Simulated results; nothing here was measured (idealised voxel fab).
The name of this process module is voxel wiring stack.
It is cross-section cut that appears here, measuring 260 nm in width, its square cells being 5 nm in size.
Format of a cross-section: grid, square cells. Given as bands. Order: top down. Band: one or more rows of cells. Look at the band entry: it leads with the top's height and the bottom's height in nm. Then it lists the materials left to right, with a width in nm for each. The word "all across" on a single material says that material fills the band edge to edge. The word "air" is empty space. For the purposes of this specification, 0 denotes the height below which the wafer in its as-received condition is composed wholly of one material, and the lowermost band, lacking a lower limit, extends downward without end, as expressed in "0 and below". You'd read "30..40" like this: the band's top row of cells is as wide as the first number, its bottom row is as wide as the second, and going down, every row changes width by the same amount as the row before did. The cross-section has no changed cell in any step marked "identical to before". If an empty space has no open way to the top and is at least 8 cells in size, "Catalogued sealed voids" lists it, written width x height at distance, where distance is measured from the left edge and every value is in nm. Heads up: the bit after the settings on a step's line is the simulator's remark on that step. overlay nm: mask offset rightward from planned place, masked step; negative means leftward offset. In what follows, pairs of cross-sections are presented, each taken before and after one process step, with the after cross-section shown only down to the lowest band that was altered; the step, together with its settings, is stated below the pair. The pairs may stem from different runs of this module on the same starting wafer; accordingly, a pair should be taken as continuing from the one above it solely where its entry headed "Geometry before processing" indicates as much.
[Geometry before processing]
	145 down to 140  Cu all across
	140 down to 135  60 TiN; 15 Cu; 25 TiN; 15 Cu; 25 TiN; 15 Cu; 25 TiN; 15 Cu; 65 TiN
	135 down to 120  55 SiO2; 5 TiN; 15 Cu; 5 TiN; 15 SiO2; 5 TiN; 15 Cu; 5 TiN; 15 SiO2; 5 TiN; 15 Cu; 5 TiN; 15 SiO2; 5 TiN; 15 Cu; 5 TiN; 60 SiO2
	120 down to 115  55 SiN; 25 TiN; 15 SiN; 25 TiN; 15 SiN; 25 TiN; 15 SiN; 25 TiN; 60 SiN
	115 down to 110  60 TiN; 5 Ru; 75 TiN; 5 Ru; 115 TiN
	110 down to 90  55 lowk; 5 TiN; 5 Ru; 5 TiN; 65 lowk; 5 TiN; 5 Ru; 5 TiN; 110 lowk
	90 down to 85  55 SiCN; 15 TiN; 65 SiCN; 15 TiN; 110 SiCN
	85 down to 60  50 SiO2; 5 SiCN; 25 Ru; 5 SiCN; 5 SiO2; 5 SiCN; 25 Ru; 5 SiCN; 5 SiO2; 5 SiCN; 25 Ru; 5 SiCN; 5 SiO2; 5 SiCN; 25 Ru; 5 SiCN; 55 SiO2
	60 down to 55  55 SiCN; 25 TiN; 15 SiCN; 25 TiN; 15 SiCN; 25 TiN; 15 SiCN; 25 TiN; 60 SiCN
	55 down to 45  55 SiO2; 5 TiN; 5 Ru; 5 TiN; 25 SiO2; 5 TiN; 5 Ru; 5 TiN; 25 SiO2; 5 TiN; 5 Ru; 5 TiN; 25 SiO2; 5 TiN; 5 Ru; 5 TiN; 70 SiO2
	45 down to 40  55 SiCN; 15 TiN; 25 SiCN; 15 TiN; 25 SiCN; 15 TiN; 25 SiCN; 15 TiN; 70 SiCN
	40 down to 15  55 lowk; 25 W; 15 lowk; 25 W; 15 lowk; 25 W; 15 lowk; 25 W; 60 lowk
	15 down to 10  55 lowk; 25 TiN; 15 lowk; 25 TiN; 15 lowk; 25 TiN; 15 lowk; 25 TiN; 60 lowk
	10 down to 0  SiO2 all across
	0 and below  Si all across
	Catalogued sealed voids: none
[Post-Step Cross-Section]
	130 down to 120  55 SiO2; 5 TiN; 15 Cu; 5 TiN; 15 SiO2; 5 TiN; 15 Cu; 5 TiN; 15 SiO2; 5 TiN; 15 Cu; 5 TiN; 15 SiO2; 5 TiN; 15 Cu; 5 TiN; 60 SiO2
	below 120: unchanged
	Catalogued sealed voids: none
As a process note, the step between the before and after cross-sections shown above is CMP, height nm 130
Geometry before processing: The prior state of this step coincides with the post-step cross-section of the pair just above.
[Post-Step Cross-Section]
	135 down to 130  SiCN all across
	below 130: unchanged
	Catalogued sealed voids: none
As a process note, the step between the before and after cross-sections shown above is CONFORMAL_DEP, material SiCN, thk nm 5
[Geometry before processing]
	55 down to 45  SiO2 all across
	45 down to 40  SiCN all across
	40 down to 15  55 lowk; 25 W; 15 lowk; 25 W; 15 lowk; 25 W; 15 lowk; 25 W; 60 lowk
	15 down to 10  55 lowk; 25 TiN; 15 lowk; 25 TiN; 15 lowk; 25 TiN; 15 lowk; 25 TiN; 60 lowk
	10 down to 0  SiO2 all across
	0 and below  Si all across
	Catalogued sealed voids: none
[Post-Step Cross-Section]
	70 down to 55  55 resist; 20 air; 20 resist; 20 air; 20 resist; 20 air; 20 resist; 20 air; 65 resist
	below 55: unchanged
	Catalogued sealed voids: none
As a process note, the step between the before and after cross-sections shown above is PATTERN, tone open, mask id PLUG_1, material resist, width nm 20, pitch nm 40, thk nm 15, overlay nm 0
Geometry before processing: The prior state of this step coincides with the post-step cross-section of the pair just above.
[Post-Step Cross-Section]
	70 down to 55  55 resist; 20 air; 20 resist; 20 air; 20 resist; 20 air; 20 resist; 20 air; 65 resist
	55 down to 45  55 SiO2; 20 air; 20 SiO2; 20 air; 20 SiO2; 20 air; 20 SiO2; 20 air; 65 SiO2
	below 45: unchanged
	Catalogued sealed voids: none
As a process note, the step between the before and after cross-sections shown above is DIRECTIONAL_ETCH, etch materials SiO2, depth nm 10
Geometry before processing: The prior state of this step coincides with the post-step cross-section of the pair just above.
[Post-Step Cross-Section]
	70 down to 55  55 resist; 20 air; 20 resist; 20 air; 20 resist; 20 air; 20 resist; 20 air; 65 resist
	55 down to 45  55 SiO2; 20 air; 20 SiO2; 20 air; 20 SiO2; 20 air; 20 SiO2; 20 air; 65 SiO2
	45 down to 40  55 SiCN; 20 air; 20 SiCN; 20 air; 20 SiCN; 20 air; 20 SiCN; 20 air; 65 SiCN
	below 40: unchanged
	Catalogued sealed voids: none
As a process note, the step between the before and after cross-sections shown above is DIRECTIONAL_ETCH, etch materials SiCN, depth nm 5
Geometry before processing: The prior state of this step coincides with the post-step cross-section of the pair just above.
[Post-Step Cross-Section]
	55 down to 45  55 SiO2; 20 air; 20 SiO2; 20 air; 20 SiO2; 20 air; 20 SiO2; 20 air; 65 SiO2
	below 45: unchanged
	Catalogued sealed voids: none
As a process note, the step between the before and after cross-sections shown above is STRIP, etch materials resist
Geometry before processing: The prior state of this step coincides with the post-step cross-section of the pair just above.
[Post-Step Cross-Section]
	60 down to 55  60 TiN; 10 air; 30 TiN; 10 air; 30 TiN; 10 air; 30 TiN; 10 air; 70 TiN
	55 down to 45  55 SiO2; 5 TiN; 10 air; 5 TiN; 20 SiO2; 5 TiN; 10 air; 5 TiN; 20 SiO2; 5 TiN; 10 air; 5 TiN; 20 SiO2; 5 TiN; 10 air; 5 TiN; 65 SiO2
	45 down to 40  55 SiCN; 20 TiN; 20 SiCN; 20 TiN; 20 SiCN; 20 TiN; 20 SiCN; 20 TiN; 65 SiCN
	below 40: unchanged
	Catalogued sealed voids: none
As a process note, the step between the before and after cross-sections shown above is CONFORMAL_DEP, material TiN, thk nm 5
Geometry before processing: The prior state of this step coincides with the post-step cross-section of the pair just above.
[Post-Step Cross-Section]
	70 down to 60  Ru all across
	60 down to 55  60 TiN; 10 Ru; 30 TiN; 10 Ru; 30 TiN; 10 Ru; 30 TiN; 10 Ru; 70 TiN
	55 down to 45  55 SiO2; 5 TiN; 10 Ru; 5 TiN; 20 SiO2; 5 TiN; 10 Ru; 5 TiN; 20 SiO2; 5 TiN; 10 Ru; 5 TiN; 20 SiO2; 5 TiN; 10 Ru; 5 TiN; 65 SiO2
	below 45: unchanged
	Catalogued sealed voids: none
As a process note, the step between the before and after cross-sections shown above is FILL_DEP, material Ru, thk nm 10
Geometry before processing: The prior state of this step coincides with the post-step cross-section of the pair just above.
[Post-Step Cross-Section]
	55 down to 45  55 SiO2; 5 TiN; 10 Ru; 5 TiN; 20 SiO2; 5 TiN; 10 Ru; 5 TiN; 20 SiO2; 5 TiN; 10 Ru; 5 TiN; 20 SiO2; 5 TiN; 10 Ru; 5 TiN; 65 SiO2
	below 45: unchanged
	Catalogued sealed voids: none
As a process note, the step between the before and after cross-sections shown above is CMP, height nm 55
Geometry before processing: The prior state of this step coincides with the post-step cross-section of the pair just above.
[Post-Step Cross-Section]
	60 down to 55  TiN all across
	below 55: unchanged
	Catalogued sealed voids: none
As a process note, the step between the before and after cross-sections shown above is DIRECTIONAL_DEP, material TiN, thk nm 5
Geometry before processing: The prior state of this step coincides with the post-step cross-section of the pair just above.
[Post-Step Cross-Section]
	85 down to 60  Ru all across
	below 60: unchanged
	Catalogued sealed voids: none
As a process note, the step between the before and after cross-sections shown above is DIRECTIONAL_DEP, material Ru, thk nm 25
Geometry before processing: The prior state of this step coincides with the post-step cross-section of the pair just above.
[Post-Step Cross-Section]
	100 down to 85  aC all across
	below 85: unchanged
	Catalogued sealed voids: none
As a process note, the step between the before and after cross-sections shown above is DIRECTIONAL_DEP, material aC, thk nm 15
Geometry before processing: The prior state of this step coincides with the post-step cross-section of the pair just above.
[Post-Step Cross-Section]
	135 down to 100  55 air; 25 resist; 15 air; 25 resist; 15 air; 25 resist; 15 air; 25 resist; 60 air
	below 100: unchanged
	Catalogued sealed voids: none
As a process note, the step between the before and after cross-sections shown above is PATTERN, tone cover, mask id METAL_2, material resist, width nm 25, pitch nm 40, thk nm 35, overlay nm 0
Geometry before processing: The prior state of this step coincides with the post-step cross-section of the pair just above.
[Post-Step Cross-Section]
	120 down to 100  55 air; 25 resist; 15 air; 25 resist; 15 air; 25 resist; 15 air; 25 resist; 60 air
	100 down to 85  55 air; 25 aC; 15 air; 25 aC; 15 air; 25 aC; 15 air; 25 aC; 60 air
	below 85: unchanged
	Catalogued sealed voids: none
As a process note, the step between the before and after cross-sections shown above is DIRECTIONAL_ETCH, etch materials aC, depth nm 15
Geometry before processing: The prior state of this step coincides with the post-step cross-section of the pair just above.
[Post-Step Cross-Section]
	100 down to 85  55 air; 25 aC; 15 air; 25 aC; 15 air; 25 aC; 15 air; 25 aC; 60 air
	below 85: unchanged
	Catalogued sealed voids: none
As a process note, the step between the before and after cross-sections shown above is STRIP, etch materials resist
Geometry before processing: The prior state of this step coincides with the post-step cross-section of the pair just above.
[Post-Step Cross-Section]
	100 down to 85  55 air; 25 aC; 15 air; 25 aC; 15 air; 25 aC; 15 air; 25 aC; 60 air
	85 down to 60  55 air; 25 Ru; 15 air; 25 Ru; 15 air; 25 Ru; 15 air; 25 Ru; 60 air
	below 60: unchanged
	Catalogued sealed voids: none
As a process note, the step between the before and after cross-sections shown above is DIRECTIONAL_ETCH, etch materials Ru, depth nm 25
Geometry before processing: The prior state of this step coincides with the post-step cross-section of the pair just above.
[Post-Step Cross-Section]
	100 down to 85  55 air; 25 aC; 15 air; 25 aC; 15 air; 25 aC; 15 air; 25 aC; 60 air
	85 down to 60  55 air; 25 Ru; 15 air; 25 Ru; 15 air; 25 Ru; 15 air; 25 Ru; 60 air
	60 down to 55  55 air; 25 TiN; 15 air; 25 TiN; 15 air; 25 TiN; 15 air; 25 TiN; 60 air
	below 55: unchanged
	Catalogued sealed voids: none
As a process note, the step between the before and after cross-sections shown above is DIRECTIONAL_ETCH, etch materials TiN, depth nm 5
Geometry before processing: The prior state of this step coincides with the post-step cross-section of the pair just above.
[Post-Step Cross-Section]
	85 down to 60  55 air; 25 Ru; 15 air; 25 Ru; 15 air; 25 Ru; 15 air; 25 Ru; 60 air
	below 60: unchanged
	Catalogued sealed voids: none
As a process note, the step between the before and after cross-sections shown above is STRIP, etch materials aC
Geometry before processing: The prior state of this step coincides with the post-step cross-section of the pair just above.
[Post-Step Cross-Section]
	90 down to 85  50 air; 35 SiCN; 5 air; 35 SiCN; 5 air; 35 SiCN; 5 air; 35 SiCN; 55 air
	85 down to 60  50 air; 5 SiCN; 25 Ru; 5 SiCN; 5 air; 5 SiCN; 25 Ru; 5 SiCN; 5 air; 5 SiCN; 25 Ru; 5 SiCN; 5 air; 5 SiCN; 25 Ru; 5 SiCN; 55 air
	60 down to 55  55 SiCN; 25 TiN; 15 SiCN; 25 TiN; 15 SiCN; 25 TiN; 15 SiCN; 25 TiN; 60 SiCN
	below 55: unchanged
	Catalogued sealed voids: none
As a process note, the step between the before and after cross-sections shown above is CONFORMAL_DEP, material SiCN, thk nm 5
Geometry before processing: The prior state of this step coincides with the post-step cross-section of the pair just above.
[Post-Step Cross-Section]
	95 down to 90  SiO2 all across
	90 down to 85  50 SiO2; 35 SiCN; 5 SiO2; 35 SiCN; 5 SiO2; 35 SiCN; 5 SiO2; 35 SiCN; 55 SiO2
	85 down to 60  50 SiO2; 5 SiCN; 25 Ru; 5 SiCN; 5 SiO2; 5 SiCN; 25 Ru; 5 SiCN; 5 SiO2; 5 SiCN; 25 Ru; 5 SiCN; 5 SiO2; 5 SiCN; 25 Ru; 5 SiCN; 55 SiO2
	below 60: unchanged
	Catalogued sealed voids: none
As a process note, the step between the before and after cross-sections shown above is FILL_DEP, material SiO2, thk nm 5
Geometry before processing: The prior state of this step coincides with the post-step cross-section of the pair just above.
[Post-Step Cross-Section]
	85 down to 60  50 SiO2; 5 SiCN; 25 Ru; 5 SiCN; 5 SiO2; 5 SiCN; 25 Ru; 5 SiCN; 5 SiO2; 5 SiCN; 25 Ru; 5 SiCN; 5 SiO2; 5 SiCN; 25 Ru; 5 SiCN; 55 SiO2
	below 60: unchanged
	Catalogued sealed voids: none
As a process note, the step between the before and after cross-sections shown above is CMP, height nm 85
Geometry before processing: The prior state of this step coincides with the post-step cross-section of the pair just above.
[Post-Step Cross-Section]
	90 down to 85  SiCN all across
	below 85: unchanged
	Catalogued sealed voids: none
As a process note, the step between the before and after cross-sections shown above is CONFORMAL_DEP, material SiCN, thk nm 5
Geometry before processing: The prior state of this step coincides with the post-step cross-section of the pair just above.
[Post-Step Cross-Section]
	110 down to 90  lowk all across
	below 90: unchanged
	Catalogued sealed voids: none
As a process note, the step between the before and after cross-sections shown above is DIRECTIONAL_DEP, material lowk, thk nm 20
Geometry before processing: The prior state of this step coincides with the post-step cross-section of the pair just above.
[Post-Step Cross-Section]
	130 down to 110  55 resist; 15 air; 65 resist; 15 air; 110 resist
	below 110: unchanged
	Catalogued sealed voids: none
As a process note, the step between the before and after cross-sections shown above is PATTERN, tone open, mask id PLUG_2, material resist, width nm 15, pitch nm 80, thk nm 20, overlay nm 0
Geometry before processing: The prior state of this step coincides with the post-step cross-section of the pair just above.
[Post-Step Cross-Section]
	130 down to 110  55 resist; 15 air; 65 resist; 15 air; 110 resist
	110 down to 90  55 lowk; 15 air; 65 lowk; 15 air; 110 lowk
	below 90: unchanged
	Catalogued sealed voids: none
As a process note, the step between the before and after cross-sections shown above is DIRECTIONAL_ETCH, etch materials lowk, depth nm 20
Geometry before processing: The prior state of this step coincides with the post-step cross-section of the pair just above.
[Post-Step Cross-Section]
	130 down to 110  55 resist; 15 air; 65 resist; 15 air; 110 resist
	110 down to 90  55 lowk; 15 air; 65 lowk; 15 air; 110 lowk
	90 down to 85  55 SiCN; 15 air; 65 SiCN; 15 air; 110 SiCN
	below 85: unchanged
	Catalogued sealed voids: none
As a process note, the step between the before and after cross-sections shown above is DIRECTIONAL_ETCH, etch materials SiCN, depth nm 5
Geometry before processing: The prior state of this step coincides with the post-step cross-section of the pair just above.
[Post-Step Cross-Section]
	110 down to 90  55 lowk; 15 air; 65 lowk; 15 air; 110 lowk
	below 90: unchanged
	Catalogued sealed voids: none
As a process note, the step between the before and after cross-sections shown above is STRIP, etch materials resist
Geometry before processing: The prior state of this step coincides with the post-step cross-section of the pair just above.
[Post-Step Cross-Section]
	115 down to 110  60 TiN; 5 air; 75 TiN; 5 air; 115 TiN
	110 down to 90  55 lowk; 5 TiN; 5 air; 5 TiN; 65 lowk; 5 TiN; 5 air; 5 TiN; 110 lowk
	90 down to 85  55 SiCN; 15 TiN; 65 SiCN; 15 TiN; 110 SiCN
	below 85: unchanged
	Catalogued sealed voids: none
As a process note, the step between the before and after cross-sections shown above is CONFORMAL_DEP, material TiN, thk nm 5
Geometry before processing: The prior state of this step coincides with the post-step cross-section of the pair just above.
[Post-Step Cross-Section]
	120 down to 115  Ru all across
	115 down to 110  60 TiN; 5 Ru; 75 TiN; 5 Ru; 115 TiN
	110 down to 90  55 lowk; 5 TiN; 5 Ru; 5 TiN; 65 lowk; 5 TiN; 5 Ru; 5 TiN; 110 lowk
	below 90: unchanged
	Catalogued sealed voids: none
As a process note, the step between the before and after cross-sections shown above is FILL_DEP, material Ru, thk nm 5
Geometry before processing: The prior state of this step coincides with the post-step cross-section of the pair just above.
[Post-Step Cross-Section]
	110 down to 90  55 lowk; 5 TiN; 5 Ru; 5 TiN; 65 lowk; 5 TiN; 5 Ru; 5 TiN; 110 lowk
	below 90: unchanged
	Catalogued sealed voids: none
As a process note, the step between the before and after cross-sections shown above is CMP, height nm 110
Geometry before processing: The prior state of this step coincides with the post-step cross-section of the pair just above.
[Post-Step Cross-Section]
	115 down to 110  SiN all across
	below 110: unchanged
	Catalogued sealed voids: none
As a process note, the step between the before and after cross-sections shown above is CONFORMAL_DEP, material SiN, thk nm 5
Geometry before processing: The prior state of this step coincides with the post-step cross-section of the pair just above.
[Post-Step Cross-Section]
	130 down to 115  SiO2 all across
	below 115: unchanged
	Catalogued sealed voids: none
As a process note, the step between the before and after cross-sections shown above is DIRECTIONAL_DEP, material SiO2, thk nm 15
Geometry before processing: The prior state of this step coincides with the post-step cross-section of the pair just above.
[Post-Step Cross-Section]
	130 down to 115  55 SiO2; 25 air; 15 SiO2; 25 air; 15 SiO2; 25 air; 15 SiO2; 25 air; 60 SiO2
	below 115: unchanged
	Catalogued sealed voids: none
As a process note, the step between the before and after cross-sections shown above is MASKED_ETCH, tone open, mask id METAL_3, width nm 25, pitch nm 40, etch materials SiO2, depth nm 15, overlay nm 0
Geometry before processing: The prior state of this step coincides with the post-step cross-section of the pair just above.
[Post-Step Cross-Section]
	130 down to 115  55 SiO2; 25 air; 15 SiO2; 25 air; 15 SiO2; 25 air; 15 SiO2; 25 air; 60 SiO2
	115 down to 110  55 SiN; 25 air; 15 SiN; 25 air; 15 SiN; 25 air; 15 SiN; 25 air; 60 SiN
	below 110: unchanged
	Catalogued sealed voids: none
As a process note, the step between the before and after cross-sections shown above is MASKED_ETCH, tone open, mask id METAL_3, width nm 25, pitch nm 40, etch materials SiN, depth nm 5, overlay nm 0
Geometry before processing: The prior state of this step coincides with the post-step cross-section of the pair just above.
[Post-Step Cross-Section]
	135 down to 130  60 TiN; 15 air; 25 TiN; 15 air; 25 TiN; 15 air; 25 TiN; 15 air; 65 TiN
	130 down to 115  55 SiO2; 5 TiN; 15 air; 5 TiN; 15 SiO2; 5 TiN; 15 air; 5 TiN; 15 SiO2; 5 TiN; 15 air; 5 TiN; 15 SiO2; 5 TiN; 15 air; 5 TiN; 60 SiO2
	115 down to 110  55 SiN; 25 TiN; 15 SiN; 25 TiN; 15 SiN; 25 TiN; 15 SiN; 25 TiN; 60 SiN
	below 110: unchanged
	Catalogued sealed voids: none
As a process note, the step between the before and after cross-sections shown above is CONFORMAL_DEP, material TiN, thk nm 5
Geometry before processing: The prior state of this step coincides with the post-step cross-section of the pair just above.
[Post-Step Cross-Section]
	140 down to 135  Cu all across
	135 down to 130  60 TiN; 15 Cu; 25 TiN; 15 Cu; 25 TiN; 15 Cu; 25 TiN; 15 Cu; 65 TiN
	130 down to 115  55 SiO2; 5 TiN; 15 Cu; 5 TiN; 15 SiO2; 5 TiN; 15 Cu; 5 TiN; 15 SiO2; 5 TiN; 15 Cu; 5 TiN; 15 SiO2; 5 TiN; 15 Cu; 5 TiN; 60 SiO2
	below 115: unchanged
	Catalogued sealed voids: none
As a process note, the step between the before and after cross-sections shown above is FILL_DEP, material Cu, thk nm 5
Geometry before processing: The prior state of this step coincides with the post-step cross-section of the pair just above.
[Post-Step Cross-Section]
	130 down to 115  55 SiO2; 5 TiN; 15 Cu; 5 TiN; 15 SiO2; 5 TiN; 15 Cu; 5 TiN; 15 SiO2; 5 TiN; 15 Cu; 5 TiN; 15 SiO2; 5 TiN; 15 Cu; 5 TiN; 60 SiO2
	below 115: unchanged
	Catalogued sealed voids: none
As a process note, the step between the before and after cross-sections shown above is CMP, height nm 130
Geometry before processing: The prior state of this step coincides with the post-step cross-section of the pair just above.
[Post-Step Cross-Section]
	135 down to 130  SiCN all across
	below 130: unchanged
	Catalogued sealed voids: none
As a process note, the step between the before and after cross-sections shown above is CONFORMAL_DEP, material SiCN, thk nm 5
[Geometry before processing]
	110 down to 90  lowk all across
	90 down to 85  SiCN all across
	85 down to 60  50 SiO2; 5 SiCN; 25 Ru; 5 SiCN; 5 SiO2; 5 SiCN; 25 Ru; 5 SiCN; 5 SiO2; 5 SiCN; 25 Ru; 5 SiCN; 5 SiO2; 5 SiCN; 25 Ru; 5 SiCN; 55 SiO2
	60 down to 55  55 SiCN; 25 TiN; 15 SiCN; 25 TiN; 15 SiCN; 25 TiN; 15 SiCN; 25 TiN; 60 SiCN
	55 down to 45  55 SiO2; 5 TiN; 5 Ru; 5 TiN; 25 SiO2; 5 TiN; 5 Ru; 5 TiN; 25 SiO2; 5 TiN; 5 Ru; 5 TiN; 25 SiO2; 5 TiN; 5 Ru; 5 TiN; 70 SiO2
	45 down to 40  55 SiCN; 15 TiN; 25 SiCN; 15 TiN; 25 SiCN; 15 TiN; 25 SiCN; 15 TiN; 70 SiCN
	40 down to 15  55 lowk; 25 W; 15 lowk; 25 W; 15 lowk; 25 W; 15 lowk; 25 W; 60 lowk
	15 down to 10  55 lowk; 25 TiN; 15 lowk; 25 TiN; 15 lowk; 25 TiN; 15 lowk; 25 TiN; 60 lowk
	10 down to 0  SiO2 all across
	0 and below  Si all across
	Catalogued sealed voids: none
[Post-Step Cross-Section]
	130 down to 110  60 resist; 15 air; 65 resist; 15 air; 105 resist
	below 110: unchanged
	Catalogued sealed voids: none
As a process note, the step between the before and after cross-sections shown above is PATTERN, tone open, mask id PLUG_2, material resist, width nm 15, pitch nm 80, thk nm 20, overlay nm 5
Geometry before processing: The prior state of this step coincides with the post-step cross-section of the pair just above.
[Post-Step Cross-Section]
	130 down to 110  60 resist; 15 air; 65 resist; 15 air; 105 resist
	110 down to 90  60 lowk; 15 air; 65 lowk; 15 air; 105 lowk
	below 90: unchanged
	Catalogued sealed voids: none
As a process note, the step between the before and after cross-sections shown above is DIRECTIONAL_ETCH, etch materials lowk, depth nm 20
Geometry before processing: The prior state of this step coincides with the post-step cross-section of the pair just above.
[Post-Step Cross-Section]
	130 down to 110  60 resist; 15 air; 65 resist; 15 air; 105 resist
	110 down to 90  60 lowk; 15 air; 65 lowk; 15 air; 105 lowk
	90 down to 85  60 SiCN; 15 air; 65 SiCN; 15 air; 105 SiCN
	below 85: unchanged
	Catalogued sealed voids: none
As a process note, the step between the before and after cross-sections shown above is DIRECTIONAL_ETCH, etch materials SiCN, depth nm 5
Geometry before processing: The prior state of this step coincides with the post-step cross-section of the pair just above.
[Post-Step Cross-Section]
	110 down to 90  60 lowk; 15 air; 65 lowk; 15 air; 105 lowk
	below 90: unchanged
	Catalogued sealed voids: none
As a process note, the step between the before and after cross-sections shown above is STRIP, etch materials resist
Geometry before processing: The prior state of this step coincides with the post-step cross-section of the pair just above.
[Post-Step Cross-Section]
	115 down to 110  65 TiN; 5 air; 75 TiN; 5 air; 110 TiN
	110 down to 90  60 lowk; 5 TiN; 5 air; 5 TiN; 65 lowk; 5 TiN; 5 air; 5 TiN; 105 lowk
	90 down to 85  60 SiCN; 15 TiN; 65 SiCN; 15 TiN; 105 SiCN
	below 85: unchanged
	Catalogued sealed voids: none
As a process note, the step between the before and after cross-sections shown above is CONFORMAL_DEP, material TiN, thk nm 5
Geometry before processing: The prior state of this step coincides with the post-step cross-section of the pair just above.
[Post-Step Cross-Section]
	120 down to 115  Ru all across
	115 down to 110  65 TiN; 5 Ru; 75 TiN; 5 Ru; 110 TiN
	110 down to 90  60 lowk; 5 TiN; 5 Ru; 5 TiN; 65 lowk; 5 TiN; 5 Ru; 5 TiN; 105 lowk
	below 90: unchanged
	Catalogued sealed voids: none
As a process note, the step between the before and after cross-sections shown above is FILL_DEP, material Ru, thk nm 5
Geometry before processing: The prior state of this step coincides with the post-step cross-section of the pair just above.
[Post-Step Cross-Section]
	110 down to 90  60 lowk; 5 TiN; 5 Ru; 5 TiN; 65 lowk; 5 TiN; 5 Ru; 5 TiN; 105 lowk
	below 90: unchanged
	Catalogued sealed voids: none
As a process note, the step between the before and after cross-sections shown above is CMP, height nm 110
Geometry before processing: The prior state of this step coincides with the post-step cross-section of the pair just above.
[Post-Step Cross-Section]
	115 down to 110  SiN all across
	below 110: unchanged
	Catalogued sealed voids: none
As a process note, the step between the before and after cross-sections shown above is CONFORMAL_DEP, material SiN, thk nm 5
Geometry before processing: The prior state of this step coincides with the post-step cross-section of the pair just above.
[Post-Step Cross-Section]
	130 down to 115  SiO2 all across
	below 115: unchanged
	Catalogued sealed voids: none
As a process note, the step between the before and after cross-sections shown above is DIRECTIONAL_DEP, material SiO2, thk nm 15
Geometry before processing: The prior state of this step coincides with the post-step cross-section of the pair just above.
[Post-Step Cross-Section]
	130 down to 115  55 SiO2; 25 air; 15 SiO2; 25 air; 15 SiO2; 25 air; 15 SiO2; 25 air; 60 SiO2
	below 115: unchanged
	Catalogued sealed voids: none
As a process note, the step between the before and after cross-sections shown above is MASKED_ETCH, tone open, mask id METAL_3, width nm 25, pitch nm 40, etch materials SiO2, depth nm 15, overlay nm 0
Geometry before processing: The prior state of this step coincides with the post-step cross-section of the pair just above.
[Post-Step Cross-Section]
	130 down to 115  55 SiO2; 25 air; 15 SiO2; 25 air; 15 SiO2; 25 air; 15 SiO2; 25 air; 60 SiO2
	115 down to 110  55 SiN; 25 air; 15 SiN; 25 air; 15 SiN; 25 air; 15 SiN; 25 air; 60 SiN
	below 110: unchanged
	Catalogued sealed voids: none
As a process note, the step between the before and after cross-sections shown above is MASKED_ETCH, tone open, mask id METAL_3, width nm 25, pitch nm 40, etch materials SiN, depth nm 5, overlay nm 0
Geometry before processing: The prior state of this step coincides with the post-step cross-section of the pair just above.
[Post-Step Cross-Section]
	135 down to 130  60 TiN; 15 air; 25 TiN; 15 air; 25 TiN; 15 air; 25 TiN; 15 air; 65 TiN
	130 down to 115  55 SiO2; 5 TiN; 15 air; 5 TiN; 15 SiO2; 5 TiN; 15 air; 5 TiN; 15 SiO2; 5 TiN; 15 air; 5 TiN; 15 SiO2; 5 TiN; 15 air; 5 TiN; 60 SiO2
	115 down to 110  55 SiN; 25 TiN; 15 SiN; 25 TiN; 15 SiN; 25 TiN; 15 SiN; 25 TiN; 60 SiN
	below 110: unchanged
	Catalogued sealed voids: none
As a process note, the step between the before and after cross-sections shown above is CONFORMAL_DEP, material TiN, thk nm 5
Geometry before processing: The prior state of this step coincides with the post-step cross-section of the pair just above.
[Post-Step Cross-Section]
	140 down to 135  Cu all across
	135 down to 130  60 TiN; 15 Cu; 25 TiN; 15 Cu; 25 TiN; 15 Cu; 25 TiN; 15 Cu; 65 TiN
	130 down to 115  55 SiO2; 5 TiN; 15 Cu; 5 TiN; 15 SiO2; 5 TiN; 15 Cu; 5 TiN; 15 SiO2; 5 TiN; 15 Cu; 5 TiN; 15 SiO2; 5 TiN; 15 Cu; 5 TiN; 60 SiO2
	below 115: unchanged
	Catalogued sealed voids: none
As a process note, the step between the before and after cross-sections shown above is FILL_DEP, material Cu, thk nm 5
Geometry before processing: The prior state of this step coincides with the post-step cross-section of the pair just above.
[Post-Step Cross-Section]
	130 down to 115  55 SiO2; 5 TiN; 15 Cu; 5 TiN; 15 SiO2; 5 TiN; 15 Cu; 5 TiN; 15 SiO2; 5 TiN; 15 Cu; 5 TiN; 15 SiO2; 5 TiN; 15 Cu; 5 TiN; 60 SiO2
	below 115: unchanged
	Catalogued sealed voids: none
As a process note, the step between the before and after cross-sections shown above is CMP, height nm 130
Geometry before processing: The prior state of this step coincides with the post-step cross-section of the pair just above.
[Post-Step Cross-Section]
	135 down to 130  SiCN all across
	below 130: unchanged
	Catalogued sealed voids: none
As a process note, the step between the before and after cross-sections shown above is CONFORMAL_DEP, material SiCN, thk nm 5
[Geometry before processing]
	90 down to 85  50 air; 35 SiCN; 5 air; 35 SiCN; 5 air; 35 SiCN; 5 air; 35 SiCN; 55 air
	85 down to 60  50 air; 5 SiCN; 25 Ru; 5 SiCN; 5 air; 5 SiCN; 25 Ru; 5 SiCN; 5 air; 5 SiCN; 25 Ru; 5 SiCN; 5 air; 5 SiCN; 25 Ru; 5 SiCN; 55 air
	60 down to 55  55 SiCN; 25 TiN; 15 SiCN; 25 TiN; 15 SiCN; 25 TiN; 15 SiCN; 25 TiN; 60 SiCN
	55 down to 45  55 SiO2; 5 TiN; 5 Ru; 5 TiN; 25 SiO2; 5 TiN; 5 Ru; 5 TiN; 25 SiO2; 5 TiN; 5 Ru; 5 TiN; 25 SiO2; 5 TiN; 5 Ru; 5 TiN; 70 SiO2
	45 down to 40  55 SiCN; 15 TiN; 25 SiCN; 15 TiN; 25 SiCN; 15 TiN; 25 SiCN; 15 TiN; 70 SiCN
	40 down to 15  55 lowk; 25 W; 15 lowk; 25 W; 15 lowk; 25 W; 15 lowk; 25 W; 60 lowk
	15 down to 10  55 lowk; 25 TiN; 15 lowk; 25 TiN; 15 lowk; 25 TiN; 15 lowk; 25 TiN; 60 lowk
	10 down to 0  SiO2 all across
	0 and below  Si all across
	Catalogued sealed voids: none
[Post-Step Cross-Section]
	95 down to 90  Ru all across
	90 down to 85  50 Ru; 35 SiCN; 5 Ru; 35 SiCN; 5 Ru; 35 SiCN; 5 Ru; 35 SiCN; 55 Ru
	85 down to 60  50 Ru; 5 SiCN; 25 Ru; 5 SiCN; 5 Ru; 5 SiCN; 25 Ru; 5 SiCN; 5 Ru; 5 SiCN; 25 Ru; 5 SiCN; 5 Ru; 5 SiCN; 25 Ru; 5 SiCN; 55 Ru
	below 60: unchanged
	Catalogued sealed voids: none
As a process note, the step between the before and after cross-sections shown above is FILL_DEP, material Ru, thk nm 5
